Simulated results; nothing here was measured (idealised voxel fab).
Title: Process Module voxel ribs on slabs
The cross-section shown here is cut; it is 205 nm wide and divided into square cells measuring 5 nm on a side.
Cross-sections here: square-cell grids, written as top-down lists of bands, a band being one or more rows of cells. It is stipulated that each band's entry specify, in nanometres, the height of the top of the band and then that of its bottom, followed by the materials of the band in left-to-right sequence, each together with its width in nanometres. A single material marked by the word "all across" is understood to fill the band from edge to edge; the word "blank" is understood to denote empty space. Below 0: as-received wafer, all one material; heights counted from there. Lowest band: no bottom, goes on down, written "0 nm and below". Width: "30 to 40" (first number = top row, second number = bottom row, same change from row to row of cells). It should be understood that the words "nothing different", when stated for a given step, signify that the cross-section underwent no change in any of its cells during that step. In "Unvented voids" the enclosed voids are listed, meaning empty spaces of 8 cells or larger without any opening to the top. The form is width x height at distance, distance from the left edge, units nm. That trailing text on a step's line, after the settings, is the simulator's own remark on the step. overlay nm: on a step with a mask, how far right of its planned place the mask lay; negative means left. Before/after cross-section pairs, one process step each; after shown to lowest changed band; step and settings beneath. Pairs may be from different runs of this module on the same starting wafer; a pair continues from the one above only where its "State before" entry says so.
State before:
> 0 nm and below = Si all across
> Unvented voids: none
Section, Post-Step:
> 20 nm to 0 nm = SiO2 all across
> Rest of section, below 0: as before.
> Unvented voids: none
Operation between the pre and post cross-sections above: op DIRECTIONAL_DEP | material SiO2 | thk nm 20
State before: see the after view in the pair directly above.
Section, Post-Step:
> 45 nm to 20 nm = SiN all across
> Rest of section, below 20: as before.
> Unvented voids: none
Operation between the pre and post cross-sections above: op DIRECTIONAL_DEP | material SiN | thk nm 25
State before: see the after view in the pair directly above.
Section, Post-Step:
> 55 nm to 45 nm = aC all across
> Rest of section, below 45: as before.
> Unvented voids: none
Operation between the pre and post cross-sections above: op DIRECTIONAL_DEP | material aC | thk nm 10
State before: see the after view in the pair directly above.
Section, Post-Step:
> 80 nm to 55 nm = blank 90 nm, then resist 20 nm, then blank 95 nm
> Rest of section, below 55: as before.
> Unvented voids: none
Operation between the pre and post cross-sections above: op PATTERN | tone cover | mask id RIB | material resist | width nm 20 | thk nm 25 | overlay nm 0
State before: see the after view in the pair directly above.
Section, Post-Step:
> 70 nm to 55 nm = blank 90 nm, then resist 20 nm, then blank 95 nm
> 55 nm to 45 nm = blank 90 nm, then aC 20 nm, then blank 95 nm
> Rest of section, below 45: as before.
> Unvented voids: none
Operation between the pre and post cross-sections above: op DIRECTIONAL_ETCH | etch materials aC | depth nm 10
State before: see the after view in the pair directly above.
Section, Post-Step:
> 55 nm to 45 nm = blank 90 nm, then aC 20 nm, then blank 95 nm
> Rest of section, below 45: as before.
> Unvented voids: none
Operation between the pre and post cross-sections above: op STRIP | etch materials resist
State before: see the after view in the pair directly above.
Section, Post-Step:
> 55 nm to 45 nm = blank 90 nm, then aC 20 nm, then blank 95 nm
> 45 nm to 30 nm = blank 90 nm, then SiN 20 nm, then blank 95 nm
> Rest of section, below 30: as before.
> Unvented voids: none
Operation between the pre and post cross-sections above: op DIRECTIONAL_ETCH | etch materials SiN | depth nm 15
State before: see the after view in the pair directly above.
Section, Post-Step:
> 45 nm to 30 nm = blank 90 nm, then SiN 20 nm, then blank 95 nm
> Rest of section, below 30: as before.
> Unvented voids: none
Operation between the pre and post cross-sections above: op STRIP | etch materials aC
State before: see the after view in the pair directly above.
Section, Post-Step:
> 45 nm to 30 nm = blank 90 nm, then SiN 20 nm, then blank 95 nm
> 30 nm to 20 nm = blank 65 nm, then SiN 70 nm, then blank 70 nm
> Rest of section, below 20: as before.
> Unvented voids: none
Operation between the pre and post cross-sections above: op MASKED_ETCH | tone cover | mask id SLAB | width nm 70 | etch materials SiN | depth nm 10 | overlay nm 0
State before: see the after view in the pair directly above.
Section, Post-Step:
> 65 nm to 45 nm = SiO2 all across
> 45 nm to 30 nm = SiO2 90 nm, then SiN 20 nm, then SiO2 95 nm
> 30 nm to 20 nm = SiO2 65 nm, then SiN 70 nm, then SiO2 70 nm
> Rest of section, below 20: as before.
> Unvented voids: none
Operation between the pre and post cross-sections above: op FILL_DEP | material SiO2 | thk nm 20
State before: see the after view in the pair directly above.
Section, Post-Step:
> 55 nm to 45 nm = SiO2 all across
> Rest of section, below 45: as before.
> Unvented voids: none
Operation between the pre and post cross-sections above: op CMP | height nm 55
State before: see the after view in the pair directly above.
Section, Post-Step:
> 60 nm to 55 nm = TiN all across
> Rest of section, below 55: as before.
> Unvented voids: none
Operation between the pre and post cross-sections above: op DIRECTIONAL_DEP | material TiN | thk nm 5
State before: see the after view in the pair directly above.
Section, Post-Step:
> 75 nm to 60 nm = blank 85 nm, then resist 30 nm, then blank 90 nm
> Rest of section, below 60: as before.
> Unvented voids: none
Operation between the pre and post cross-sections above: op PATTERN | tone cover | mask id HEATER | material resist | width nm 30 | thk nm 15 | overlay nm 0
State before: see the after view in the pair directly above.
Section, Post-Step:
> 75 nm to 60 nm = blank 85 nm, then resist 30 nm, then blank 90 nm
> 60 nm to 55 nm = blank 85 nm, then TiN 30 nm, then blank 90 nm
> Rest of section, below 55: as before.
> Unvented voids: none
Operation between the pre and post cross-sections above: op DIRECTIONAL_ETCH | etch materials TiN | depth nm 5
State before: see the after view in the pair directly above.
Section, Post-Step:
> 60 nm to 55 nm = blank 85 nm, then TiN 30 nm, then blank 90 nm
> Rest of section, below 55: as before.
> Unvented voids: none
Operation between the pre and post cross-sections above: op STRIP | etch materials resist
State before: see the after view in the pair directly above.
Section, Post-Step:
> 70 nm to 65 nm = blank 75 nm, then SiN 50 nm, then blank 80 nm
> 65 nm to 60 nm = SiN all across
> 60 nm to 55 nm = SiN 85 nm, then TiN 30 nm, then SiN 90 nm
> Rest of section, below 55: as before.
> Unvented voids: none
Operation between the pre and post cross-sections above: op CONFORMAL_DEP | material SiN | thk nm 10
State before:
> 45 nm to 20 nm = SiN all across
> 20 nm to 0 nm = SiO2 all across
> 0 nm and below = Si all across
> Unvented voids: none
Section, Post-Step:
> 70 nm to 20 nm = SiN all across
> Rest of section, below 20: as before.
> Unvented voids: none
Operation between the pre and post cross-sections above: op DIRECTIONAL_DEP | material SiN | thk nm 25
State before: see the after view in the pair directly above.
Section, Post-Step:
> 80 nm to 70 nm = aC all across
> Rest of section, below 70: as before.
> Unvented voids: none
Operation between the pre and post cross-sections above: op DIRECTIONAL_DEP | material aC | thk nm 10
State before: see the after view in the pair directly above.
Section, Post-Step:
> 105 nm to 80 nm = blank 90 nm, then resist 20 nm, then blank 95 nm
> Rest of section, below 80: as before.
> Unvented voids: none
Operation between the pre and post cross-sections above: op PATTERN | tone cover | mask id RIB | material resist | width nm 20 | thk nm 25 | overlay nm 0
State before: see the after view in the pair directly above.
Section, Post-Step:
> 95 nm to 80 nm = blank 90 nm, then resist 20 nm, then blank 95 nm
> 80 nm to 70 nm = blank 90 nm, then aC 20 nm, then blank 95 nm
> Rest of section, below 70: as before.
> Unvented voids: none
Operation between the pre and post cross-sections above: op DIRECTIONAL_ETCH | etch materials aC | depth nm 10
State before: see the after view in the pair directly above.
Section, Post-Step:
> 80 nm to 70 nm = blank 90 nm, then aC 20 nm, then blank 95 nm
> Rest of section, below 70: as before.
> Unvented voids: none
Operation between the pre and post cross-sections above: op STRIP | etch materials resist
State before: see the after view in the pair directly above.
Section, Post-Step:
> 80 nm to 70 nm = blank 90 nm, then aC 20 nm, then blank 95 nm
> 70 nm to 55 nm = blank 90 nm, then SiN 20 nm, then blank 95 nm
> Rest of section, below 55: as before.
> Unvented voids: none
Operation between the pre and post cross-sections above: op DIRECTIONAL_ETCH | etch materials SiN | depth nm 15
State before: see the after view in the pair directly above.
Section, Post-Step:
> 70 nm to 55 nm = blank 90 nm, then SiN 20 nm, then blank 95 nm
> Rest of section, below 55: as before.
> Unvented voids: none
Operation between the pre and post cross-sections above: op STRIP | etch materials aC
State before: see the after view in the pair directly above.
Section, Post-Step:
> 70 nm to 55 nm = blank 90 nm, then SiN 20 nm, then blank 95 nm
> 55 nm to 45 nm = blank 65 nm, then SiN 70 nm, then blank 70 nm
> Rest of section, below 45: as before.
> Unvented voids: none
Operation between the pre and post cross-sections above: op MASKED_ETCH | tone cover | mask id SLAB | width nm 70 | etch materials SiN | depth nm 10 | overlay nm 0
State before: see the after view in the pair directly above.
Section, Post-Step:
> 90 nm to 70 nm = SiO2 all across
> 70 nm to 55 nm = SiO2 90 nm, then SiN 20 nm, then SiO2 95 nm
> 55 nm to 45 nm = SiO2 65 nm, then SiN 70 nm, then SiO2 70 nm
> Rest of section, below 45: as before.
> Unvented voids: none
Operation between the pre and post cross-sections above: op FILL_DEP | material SiO2 | thk nm 20
State before: see the after view in the pair directly above.
Section, Post-Step:
> 55 nm to 45 nm = SiO2 65 nm, then SiN 70 nm, then SiO2 70 nm
> Rest of section, below 45: as before.
> Unvented voids: none
Operation between the pre and post cross-sections above: op CMP | height nm 55
State before: see the after view in the pair directly above.
Section, Post-Step:
> 60 nm to 55 nm = TiN all across
> Rest of section, below 55: as before.
> Unvented voids: none
Operation between the pre and post cross-sections above: op DIRECTIONAL_DEP | material TiN | thk nm 5
State before: see the after view in the pair directly above.
Section, Post-Step:
> 75 nm to 60 nm = blank 85 nm, then resist 30 nm, then blank 90 nm
> Rest of section, below 60: as before.
> Unvented voids: none
Operation between the pre and post cross-sections above: op PATTERN | tone cover | mask id HEATER | material resist | width nm 30 | thk nm 15 | overlay nm 0
State before: see the after view in the pair directly above.
Section, Post-Step:
> 75 nm to 60 nm = blank 85 nm, then resist 30 nm, then blank 90 nm
> 60 nm to 55 nm = blank 85 nm, then TiN 30 nm, then blank 90 nm
> Rest of section, below 55: as before.
> Unvented voids: none
Operation between the pre and post cross-sections above: op DIRECTIONAL_ETCH | etch materials TiN | depth nm 5
State before: see the after view in the pair directly above.
Section, Post-Step:
> 60 nm to 55 nm = blank 85 nm, then TiN 30 nm, then blank 90 nm
> Rest of section, below 55: as before.
> Unvented voids: none
Operation between the pre and post cross-sections above: op STRIP | etch materials resist
State before: see the after view in the pair directly above.
Section, Post-Step:
> 70 nm to 65 nm = blank 75 nm, then SiN 50 nm, then blank 80 nm
> 65 nm to 60 nm = SiN all across
> 60 nm to 55 nm = SiN 85 nm, then TiN 30 nm, then SiN 90 nm
> Rest of section, below 55: as before.
> Unvented voids: none
Operation between the pre and post cross-sections above: op CONFORMAL_DEP | material SiN | thk nm 10
State before:
> 20 nm to 0 nm = SiO2 all across
> 0 nm and below = Si all across
> Unvented voids: none
Section, Post-Step:
> 30 nm to 20 nm = aC all across
> Rest of section, below 20: as before.
> Unvented voids: none
Operation between the pre and post cross-sections above: op DIRECTIONAL_DEP | material aC | thk nm 10
State before: see the after view in the pair directly above.
Section, Post-Step:
> 55 nm to 30 nm = SiN all across
> Rest of section, below 30: as before.
> Unvented voids: none
Operation between the pre and post cross-sections above: op DIRECTIONAL_DEP | material SiN | thk nm 25
State before: see the after view in the pair directly above.
Section, Post-Step:
> 80 nm to 55 nm = blank 90 nm, then resist 20 nm, then blank 95 nm
> Rest of section, below 55: as before.
> Unvented voids: none
Operation between the pre and post cross-sections above: op PATTERN | tone cover | mask id RIB | material resist | width nm 20 | thk nm 25 | overlay nm 0
State before: see the after view in the pair directly above.
Section, Post-Step:
> 70 nm to 55 nm = blank 90 nm, then resist 20 nm, then blank 95 nm
> Rest of section, below 55: as before.
> Unvented voids: none
Operation between the pre and post cross-sections above: op DIRECTIONAL_ETCH | etch materials aC | depth nm 10
State before: see the after view in the pair directly above.
Section, Post-Step:
> 55 nm to 30 nm = SiN all across
> Rest of section, below 30: as before.
> Unvented voids: none
Operation between the pre and post cross-sections above: op STRIP | etch materials resist
State before: see the after view in the pair directly above.
Section, Post-Step:
> 40 nm to 30 nm = SiN all across
> Rest of section, below 30: as before.
> Unvented voids: none
Operation between the pre and post cross-sections above: op DIRECTIONAL_ETCH | etch materials SiN | depth nm 15
State before: see the after view in the pair directly above.
Section, Post-Step:
> 40 nm to 30 nm = blank 65 nm, then SiN 70 nm, then blank 70 nm
> Rest of section, below 30: as before.
> Unvented voids: none
Operation between the pre and post cross-sections above: op MASKED_ETCH | tone cover | mask id SLAB | width nm 70 | etch materials SiN | depth nm 10 | overlay nm 0
State before: see the after view in the pair directly above.
Section, Post-Step:
> 60 nm to 40 nm = SiO2 all across
> 40 nm to 30 nm = SiO2 65 nm, then SiN 70 nm, then SiO2 70 nm
> Rest of section, below 30: as before.
> Unvented voids: none
Operation between the pre and post cross-sections above: op FILL_DEP | material SiO2 | thk nm 20
State before: see the after view in the pair directly above.
Section, Post-Step:
> 55 nm to 40 nm = SiO2 all across
> Rest of section, below 40: as before.
> Unvented voids: none
Operation between the pre and post cross-sections above: op CMP | height nm 55
State before: see the after view in the pair directly above.
Section, Post-Step:
> 60 nm to 55 nm = TiN all across
> Rest of section, below 55: as before.
> Unvented voids: none
Operation between the pre and post cross-sections above: op DIRECTIONAL_DEP | material TiN | thk nm 5
State before: see the after view in the pair directly above.
Section, Post-Step:
> 75 nm to 60 nm = blank 85 nm, then resist 30 nm, then blank 90 nm
> Rest of section, below 60: as before.
> Unvented voids: none
Operation between the pre and post cross-sections above: op PATTERN | tone cover | mask id HEATER | material resist | width nm 30 | thk nm 15 | overlay nm 0
State before: see the after view in the pair directly above.
Section, Post-Step:
> 75 nm to 60 nm = blank 85 nm, then resist 30 nm, then blank 90 nm
> 60 nm to 55 nm = blank 85 nm, then TiN 30 nm, then blank 90 nm
> Rest of section, below 55: as before.
> Unvented voids: none
Operation between the pre and post cross-sections above: op DIRECTIONAL_ETCH | etch materials TiN | depth nm 5
State before: see the after view in the pair directly above.
Section, Post-Step:
> 60 nm to 55 nm = blank 85 nm, then TiN 30 nm, then blank 90 nm
> Rest of section, below 55: as before.
> Unvented voids: none
Operation between the pre and post cross-sections above: op STRIP | etch materials resist
State before: see the after view in the pair directly above.
Section, Post-Step:
> 70 nm to 65 nm = blank 75 nm, then SiN 50 nm, then blank 80 nm
> 65 nm to 60 nm = SiN all across
> 60 nm to 55 nm = SiN 85 nm, then TiN 30 nm, then SiN 90 nm
> Rest of section, below 55: as before.
> Unvented voids: none
Operation between the pre and post cross-sections above: op CONFORMAL_DEP | material SiN | thk nm 10
State before:
> 65 nm to 45 nm = SiO2 all across
> 45 nm to 30 nm = SiO2 90 nm, then SiN 20 nm, then SiO2 95 nm
> 30 nm to 20 nm = SiO2 65 nm, then SiN 70 nm, then SiO2 70 nm
> 20 nm to 0 nm = SiO2 all across
> 0 nm and below = Si all across
> Unvented voids: none
Section, Post-Step:
> 45 nm to 30 nm = SiO2 90 nm, then SiN 20 nm, then SiO2 95 nm
> Rest of section, below 30: as before.
> Unvented voids: none
Operation between the pre and post cross-sections above: op CMP | height nm 45
State before: see the after view in the pair directly above.
Section, Post-Step:
> 50 nm to 45 nm = TiN all across
> Rest of section, below 45: as before.
> Unvented voids: none
Operation between the pre and post cross-sections above: op DIRECTIONAL_DEP | material TiN | thk nm 5
State before: see the after view in the pair directly above.
Section, Post-Step:
> 65 nm to 50 nm = blank 85 nm, then resist 30 nm, then blank 90 nm
> Rest of section, below 50: as before.
> Unvented voids: none
Operation between the pre and post cross-sections above: op PATTERN | tone cover | mask id HEATER | material resist | width nm 30 | thk nm 15 | overlay nm 0
State before: see the after view in the pair directly above.
Section, Post-Step:
> 65 nm to 50 nm = blank 85 nm, then resist 30 nm, then blank 90 nm
> 50 nm to 45 nm = blank 85 nm, then TiN 30 nm, then blank 90 nm
> Rest of section, below 45: as before.
> Unvented voids: none
Operation between the pre and post cross-sections above: op DIRECTIONAL_ETCH | etch materials TiN | depth nm 5
State before: see the after view in the pair directly above.
Section, Post-Step:
> 50 nm to 45 nm = blank 85 nm, then TiN 30 nm, then blank 90 nm
> Rest of section, below 45: as before.
> Unvented voids: none
Operation between the pre and post cross-sections above: op STRIP | etch materials resist
State before: see the after view in the pair directly above.
Section, Post-Step:
> 60 nm to 55 nm = blank 75 nm, then SiN 50 nm, then blank 80 nm
> 55 nm to 50 nm = SiN all across
> 50 nm to 45 nm = SiN 85 nm, then TiN 30 nm, then SiN 90 nm
> Rest of section, below 45: as before.
> Unvented voids: none
Operation between the pre and post cross-sections above: op CONFORMAL_DEP | material SiN | thk nm 10
State before:
> 55 nm to 45 nm = aC all across
> 45 nm to 20 nm = SiN all across
> 20 nm to 0 nm = SiO2 all across
> 0 nm and below = Si all across
> Unvented voids: none
Section, Post-Step:
> 80 nm to 55 nm = blank 90 nm, then resist 25 nm, then blank 90 nm
> Rest of section, below 55: as before.
> Unvented voids: none
Operation between the pre and post cross-sections above: op PATTERN | tone cover | mask id RIB | material resist | width nm 25 | thk nm 25 | overlay nm 0
State before: see the after view in the pair directly above.
Section, Post-Step:
> 70 nm to 55 nm = blank 90 nm, then resist 25 nm, then blank 90 nm
> 55 nm to 45 nm = blank 90 nm, then aC 25 nm, then blank 90 nm
> Rest of section, below 45: as before.
> Unvented voids: none
Operation between the pre and post cross-sections above: op DIRECTIONAL_ETCH | etch materials aC | depth nm 10
State before: see the after view in the pair directly above.
Section, Post-Step:
> 55 nm to 45 nm = blank 90 nm, then aC 25 nm, then blank 90 nm
> Rest of section, below 45: as before.
> Unvented voids: none
Operation between the pre and post cross-sections above: op STRIP | etch materials resist
State before: see the after view in the pair directly above.
Section, Post-Step:
> 55 nm to 45 nm = blank 90 nm, then aC 25 nm, then blank 90 nm
> 45 nm to 30 nm = blank 90 nm, then SiN 25 nm, then blank 90 nm
> Rest of section, below 30: as before.
> Unvented voids: none
Operation between the pre and post cross-sections above: op DIRECTIONAL_ETCH | etch materials SiN | depth nm 15
State before: see the after view in the pair directly above.
Section, Post-Step:
> 45 nm to 30 nm = blank 90 nm, then SiN 25 nm, then blank 90 nm
> Rest of section, below 30: as before.
> Unvented voids: none
Operation between the pre and post cross-sections above: op STRIP | etch materials aC
State before: see the after view in the pair directly above.
Section, Post-Step:
> 45 nm to 30 nm = blank 90 nm, then SiN 25 nm, then blank 90 nm
> 30 nm to 20 nm = blank 65 nm, then SiN 70 nm, then blank 70 nm
> Rest of section, below 20: as before.
> Unvented voids: none
Operation between the pre and post cross-sections above: op MASKED_ETCH | tone cover | mask id SLAB | width nm 70 | etch materials SiN | depth nm 10 | overlay nm 0
State before: see the after view in the pair directly above.
Section, Post-Step:
> 65 nm to 45 nm = SiO2 all across
> 45 nm to 30 nm = SiO2 90 nm, then SiN 25 nm, then SiO2 90 nm
> 30 nm to 20 nm = SiO2 65 nm, then SiN 70 nm, then SiO2 70 nm
> Rest of section, below 20: as before.
> Unvented voids: none
Operation between the pre and post cross-sections above: op FILL_DEP | material SiO2 | thk nm 20
State before: see the after view in the pair directly above.
Section, Post-Step:
> 55 nm to 45 nm = SiO2 all across
> Rest of section, below 45: as before.
> Unvented voids: none
Operation between the pre and post cross-sections above: op CMP | height nm 55
State before: see the after view in the pair directly above.
Section, Post-Step:
> 60 nm to 55 nm = TiN all across
> Rest of section, below 55: as before.
> Unvented voids: none
Operation between the pre and post cross-sections above: op DIRECTIONAL_DEP | material TiN | thk nm 5
State before: see the after view in the pair directly above.
Section, Post-Step:
> 75 nm to 60 nm = blank 85 nm, then resist 30 nm, then blank 90 nm
> Rest of section, below 60: as before.
> Unvented voids: none
Operation between the pre and post cross-sections above: op PATTERN | tone cover | mask id HEATER | material resist | width nm 30 | thk nm 15 | overlay nm 0
State before: see the after view in the pair directly above.
Section, Post-Step:
> 75 nm to 60 nm = blank 85 nm, then resist 30 nm, then blank 90 nm
> 60 nm to 55 nm = blank 85 nm, then TiN 30 nm, then blank 90 nm
> Rest of section, below 55: as before.
> Unvented voids: none
Operation between the pre and post cross-sections above: op DIRECTIONAL_ETCH | etch materials TiN | depth nm 5
State before: see the after view in the pair directly above.
Section, Post-Step:
> 60 nm to 55 nm = blank 85 nm, then TiN 30 nm, then blank 90 nm
> Rest of section, below 55: as before.
> Unvented voids: none
Operation between the pre and post cross-sections above: op STRIP | etch materials resist
State before: see the after view in the pair directly above.
Section, Post-Step:
> 70 nm to 65 nm = blank 75 nm, then SiN 50 nm, then blank 80 nm
> 65 nm to 60 nm = SiN all across
> 60 nm to 55 nm = SiN 85 nm, then TiN 30 nm, then SiN 90 nm
> Rest of section, below 55: as before.
> Unvented voids: none
Operation between the pre and post cross-sections above: op CONFORMAL_DEP | material SiN | thk nm 10
State before:
> 45 nm to 30 nm = blank 90 nm, then SiN 20 nm, then blank 95 nm
> 30 nm to 20 nm = SiN all across
> 20 nm to 0 nm = SiO2 all across
> 0 nm and below = Si all across
> Unvented voids: none
Section, Post-Step:
> 45 nm to 30 nm = blank 90 nm, then SiN 20 nm, then blank 95 nm
> 30 nm to 20 nm = blank 60 nm, then SiN 70 nm, then blank 75 nm
> Rest of section, below 20: as before.
> Unvented voids: none
Operation between the pre and post cross-sections above: op MASKED_ETCH | tone cover | mask id SLAB | width nm 70 | etch materials SiN | depth nm 10 | overlay nm -5
State before: see the after view in the pair directly above.
Section, Post-Step:
> 65 nm to 45 nm = SiO2 all across
> 45 nm to 30 nm = SiO2 90 nm, then SiN 20 nm, then SiO2 95 nm
> 30 nm to 20 nm = SiO2 60 nm, then SiN 70 nm, then SiO2 75 nm
> Rest of section, below 20: as before.
> Unvented voids: none
Operation between the pre and post cross-sections above: op FILL_DEP | material SiO2 | thk nm 20
State before: see the after view in the pair directly above.
Section, Post-Step:
> 55 nm to 45 nm = SiO2 all across
> Rest of section, below 45: as before.
> Unvented voids: none
Operation between the pre and post cross-sections above: op CMP | height nm 55
State before: see the after view in the pair directly above.
Section, Post-Step:
> 60 nm to 55 nm = TiN all across
> Rest of section, below 55: as before.
> Unvented voids: none
Operation between the pre and post cross-sections above: op DIRECTIONAL_DEP | material TiN | thk nm 5
State before: see the after view in the pair directly above.
Section, Post-Step:
> 75 nm to 60 nm = blank 85 nm, then resist 30 nm, then blank 90 nm
> Rest of section, below 60: as before.
> Unvented voids: none
Operation between the pre and post cross-sections above: op PATTERN | tone cover | mask id HEATER | material resist | width nm 30 | thk nm 15 | overlay nm 0
State before: see the after view in the pair directly above.
Section, Post-Step:
> 75 nm to 60 nm = blank 85 nm, then resist 30 nm, then blank 90 nm
> 60 nm to 55 nm = blank 85 nm, then TiN 30 nm, then blank 90 nm
> Rest of section, below 55: as before.
> Unvented voids: none
Operation between the pre and post cross-sections above: op DIRECTIONAL_ETCH | etch materials TiN | depth nm 5
State before: see the after view in the pair directly above.
Section, Post-Step:
> 60 nm to 55 nm = blank 85 nm, then TiN 30 nm, then blank 90 nm
> Rest of section, below 55: as before.
> Unvented voids: none
Operation between the pre and post cross-sections above: op STRIP | etch materials resist
State before: see the after view in the pair directly above.
Section, Post-Step:
> 70 nm to 65 nm = blank 75 nm, then SiN 50 nm, then blank 80 nm
> 65 nm to 60 nm = SiN all across
> 60 nm to 55 nm = SiN 85 nm, then TiN 30 nm, then SiN 90 nm
> Rest of section, below 55: as before.
> Unvented voids: none
Operation between the pre and post cross-sections above: op CONFORMAL_DEP | material SiN | thk nm 10
State before:
> 45 nm to 20 nm = SiN all across
> 20 nm to 0 nm = SiO2 all across
> 0 nm and below = Si all across
> Unvented voids: none
Section, Post-Step:
> 55 nm to 45 nm = TiN all across
> Rest of section, below 45: as before.
> Unvented voids: none
Operation between the pre and post cross-sections above: op DIRECTIONAL_DEP | material TiN | thk nm 10
State before: see the after view in the pair directly above.
Section, Post-Step:
> 80 nm to 55 nm = blank 90 nm, then resist 20 nm, then blank 95 nm
> Rest of section, below 55: as before.
> Unvented voids: none
Operation between the pre and post cross-sections above: op PATTERN | tone cover | mask id RIB | material resist | width nm 20 | thk nm 25 | overlay nm 0
State before: see the after view in the pair directly above.
Section, Post-Step:
> 70 nm to 55 nm = blank 90 nm, then resist 20 nm, then blank 95 nm
> Rest of section, below 55: as before.
> Unvented voids: none
Operation between the pre and post cross-sections above: op DIRECTIONAL_ETCH | etch materials aC | depth nm 10
State before: see the after view in the pair directly above.
Section, Post-Step:
> 55 nm to 45 nm = TiN all across
> Rest of section, below 45: as before.
> Unvented voids: none
Operation between the pre and post cross-sections above: op STRIP | etch materials resist
State before: see the after view in the pair directly above.
Section, Post-Step:
> 75 nm to 55 nm = SiO2 all across
> Rest of section, below 55: as before.
> Unvented voids: none
Operation between the pre and post cross-sections above: op FILL_DEP | material SiO2 | thk nm 20
State before: see the after view in the pair directly above.
Section, Post-Step:
> 55 nm to 45 nm = TiN all across
> Rest of section, below 45: as before.
> Unvented voids: none
Operation between the pre and post cross-sections above: op CMP | height nm 55
State before: see the after view in the pair directly above.
Section, Post-Step:
> 60 nm to 45 nm = TiN all across
> Rest of section, below 45: as before.
> Unvented voids: none
Operation between the pre and post cross-sections above: op DIRECTIONAL_DEP | material TiN | thk nm 5
State before: see the after view in the pair directly above.
Section, Post-Step:
> 75 nm to 60 nm = blank 85 nm, then resist 30 nm, then blank 90 nm
> Rest of section, below 60: as before.
> Unvented voids: none
Operation between the pre and post cross-sections above: op PATTERN | tone cover | mask id HEATER | material resist | width nm 30 | thk nm 15 | overlay nm 0
State before: see the after view in the pair directly above.
Section, Post-Step:
> 75 nm to 60 nm = blank 85 nm, then resist 30 nm, then blank 90 nm
> 60 nm to 55 nm = blank 85 nm, then TiN 30 nm, then blank 90 nm
> Rest of section, below 55: as before.
> Unvented voids: none
Operation between the pre and post cross-sections above: op DIRECTIONAL_ETCH | etch materials TiN | depth nm 5
State before: see the after view in the pair directly above.
Section, Post-Step:
> 60 nm to 55 nm = blank 85 nm, then TiN 30 nm, then blank 90 nm
> Rest of section, below 55: as before.
> Unvented voids: none
Operation between the pre and post cross-sections above: op STRIP | etch materials resist
State before: see the after view in the pair directly above.
Section, Post-Step:
> 70 nm to 65 nm = blank 75 nm, then SiN 50 nm, then blank 80 nm
> 65 nm to 60 nm = SiN all across
> 60 nm to 55 nm = SiN 85 nm, then TiN 30 nm, then SiN 90 nm
> Rest of section, below 55: as before.
> Unvented voids: none
Operation between the pre and post cross-sections above: op CONFORMAL_DEP | material SiN | thk nm 10
State before:
> 55 nm to 45 nm = aC all across
> 45 nm to 20 nm = SiN all across
> 20 nm to 0 nm = SiO2 all across
> 0 nm and below = Si all across
> Unvented voids: none
Section, Post-Step:
> 80 nm to 55 nm = resist 90 nm, then blank 20 nm, then resist 95 nm
> Rest of section, below 55: as before.
> Unvented voids: none
Operation between the pre and post cross-sections above: op PATTERN | tone open | mask id RIB | material resist | width nm 20 | thk nm 25 | overlay nm 0
State before: see the after view in the pair directly above.
Section, Post-Step:
> 70 nm to 55 nm = resist 90 nm, then blank 20 nm, then resist 95 nm
> 55 nm to 45 nm = aC 90 nm, then blank 20 nm, then aC 95 nm
> Rest of section, below 45: as before.
> Unvented voids: none
Operation between the pre and post cross-sections above: op DIRECTIONAL_ETCH | etch materials aC | depth nm 10
State before: see the after view in the pair directly above.
Section, Post-Step:
> 55 nm to 45 nm = aC 90 nm, then blank 20 nm, then aC 95 nm
> Rest of section, below 45: as before.
> Unvented voids: none
Operation between the pre and post cross-sections above: op STRIP | etch materials resist
State before: see the after view in the pair directly above.
Section, Post-Step:
> 55 nm to 45 nm = aC 90 nm, then blank 20 nm, then aC 95 nm
> 45 nm to 30 nm = SiN 90 nm, then blank 20 nm, then SiN 95 nm
> Rest of section, below 30: as before.
> Unvented voids: none
Operation between the pre and post cross-sections above: op DIRECTIONAL_ETCH | etch materials SiN | depth nm 15
State before: see the after view in the pair directly above.
Section, Post-Step:
> 45 nm to 30 nm = SiN 90 nm, then blank 20 nm, then SiN 95 nm
> Rest of section, below 30: as before.
> Unvented voids: none
Operation between the pre and post cross-sections above: op STRIP | etch materials aC
State before: see the after view in the pair directly above.
Section, Post-Step:
> 45 nm to 35 nm = blank 65 nm, then SiN 25 nm, then blank 20 nm, then SiN 25 nm, then blank 70 nm
> Rest of section, below 35: as before.
> Unvented voids: none
Operation between the pre and post cross-sections above: op MASKED_ETCH | tone cover | mask id SLAB | width nm 70 | etch materials SiN | depth nm 10 | overlay nm 0
State before: see the after view in the pair directly above.
Section, Post-Step:
> 65 nm to 45 nm = SiO2 all across
> 45 nm to 35 nm = SiO2 65 nm, then SiN 25 nm, then SiO2 20 nm, then SiN 25 nm, then SiO2 70 nm
> 35 nm to 30 nm = SiN 90 nm, then SiO2 20 nm, then SiN 95 nm
> Rest of section, below 30: as before.
> Unvented voids: none
Operation between the pre and post cross-sections above: op FILL_DEP | material SiO2 | thk nm 20
State before: see the after view in the pair directly above.
Section, Post-Step:
> 55 nm to 45 nm = SiO2 all across
> Rest of section, below 45: as before.
> Unvented voids: none
Operation between the pre and post cross-sections above: op CMP | height nm 55
State before: see the after view in the pair directly above.
Section, Post-Step:
> 60 nm to 55 nm = TiN all across
> Rest of section, below 55: as before.
> Unvented voids: none
Operation between the pre and post cross-sections above: op DIRECTIONAL_DEP | material TiN | thk nm 5
State before: see the after view in the pair directly above.
Section, Post-Step:
> 75 nm to 60 nm = blank 85 nm, then resist 30 nm, then blank 90 nm
> Rest of section, below 60: as before.
> Unvented voids: none
Operation between the pre and post cross-sections above: op PATTERN | tone cover | mask id HEATER | material resist | width nm 30 | thk nm 15 | overlay nm 0
State before: see the after view in the pair directly above.
Section, Post-Step:
> 75 nm to 60 nm = blank 85 nm, then resist 30 nm, then blank 90 nm
> 60 nm to 55 nm = blank 85 nm, then TiN 30 nm, then blank 90 nm
> Rest of section, below 55: as before.
> Unvented voids: none
Operation between the pre and post cross-sections above: op DIRECTIONAL_ETCH | etch materials TiN | depth nm 5
State before: see the after view in the pair directly above.
Section, Post-Step:
> 60 nm to 55 nm = blank 85 nm, then TiN 30 nm, then blank 90 nm
> Rest of section, below 55: as before.
> Unvented voids: none
Operation between the pre and post cross-sections above: op STRIP | etch materials resist
State before: see the after view in the pair directly above.
Section, Post-Step:
> 70 nm to 65 nm = blank 75 nm, then SiN 50 nm, then blank 80 nm
> 65 nm to 60 nm = SiN all across
> 60 nm to 55 nm = SiN 85 nm, then TiN 30 nm, then SiN 90 nm
> Rest of section, below 55: as before.
> Unvented voids: none
Operation between the pre and post cross-sections above: op CONFORMAL_DEP | material SiN | thk nm 10
